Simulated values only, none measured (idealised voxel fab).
You're looking at the process module voxel double patterning.
We display cut, a cross-section 230 nm in width whose square cells are each 5 nm.
A cross-section in this document is a grid of square cells, and it is written down as bands, the top band listed before the ones below it; a band is made up of one or more rows of cells.
In this notation a band is specified by the heights of its top and bottom, in that order and in nm, after which its materials appear from left to right, each paired with its width in nm. The word "throughout" attached to a single material means that material fills the band from edge to edge; the word "empty" stands for empty space.
A quick word on heights: they are counted from 0, and under that level the wafer as it came to us is one material throughout. The lowest band is different from the rest in having no bottom; it simply continues downward, written as in "0..down".
Quick explanation for "30->40": the width changes in equal steps down the rows of cells, from the first number in the band's top row to the second number in its bottom row.
A step reported as "nothing got changed" is a step in which no cell of the cross-section changed.
"Sealed cavities" - sealed voids, min. 8 cells, no opening to top; format: width x height at distance (distance from left edge; nm throughout).
Post-settings text on a step line: simulator's own remark regarding the step.
When a step includes a mask, the "overlay nm" setting on its line states how far to the right of its planned place that mask lay, and negative values state how far to the left.
Intended process steps
1. RECEIVE with material Si
2. CONFORMAL_DEP with material SiO2, thk nm 5
3. DIRECTIONAL_DEP with material W, thk nm 20
4. DIRECTIONAL_DEP with material SiCN, thk nm 10
5. DIRECTIONAL_DEP with material aC, thk nm 10
6. PATTERN with tone open, mask id FIRST, material resist, width nm 15, pitch nm 50, thk nm 25, overlay nm 0
7. DIRECTIONAL_ETCH with etch materials aC, depth nm 10
8. STRIP with etch materials resist
9. DIRECTIONAL_ETCH with etch materials SiCN, depth nm 10
10. STRIP with etch materials aC
11. MASKED_ETCH with tone open, mask id SECOND, width nm 15, pitch nm 50, etch materials SiCN, depth nm 10, overlay nm 0
12. DIRECTIONAL_ETCH with etch materials W, depth nm 20
13. STRIP with etch materials SiCN
Here's what the wafer looked like in cross-section when it arrived - that's after step 1
> 0..down  Si throughout
> Sealed cavities: none
First of two wafers at the end of the module, shown in cross-section; run carried out as planned
> 25..5  55 W, 15 empty, 10 W, 15 empty, 10 W, 15 empty, 10 W, 15 empty, 10 W, 15 empty, 60 W
> 5..0  SiO2 throughout
> 0..down  Si throughout
> Sealed cavities: none
End of module, second wafer, cross-section. Started like the first, planned like the first, run with one mistake
> 25..5  80 empty, 15 W, 35 empty, 15 W, 85 empty
> 5..0  SiO2 throughout
> 0..down  Si throughout
> Sealed cavities: none
Error vs. plan: so step 11 ended up running with a different setting than we planned, it ran as MASKED_ETCH with tone cover, mask id SECOND, width nm 15, pitch nm 50, etch materials SiCN, depth nm 10, overlay nm 0
Heads up, by the end the second wafer has more or fewer cells of some materials compared to the first: W -100
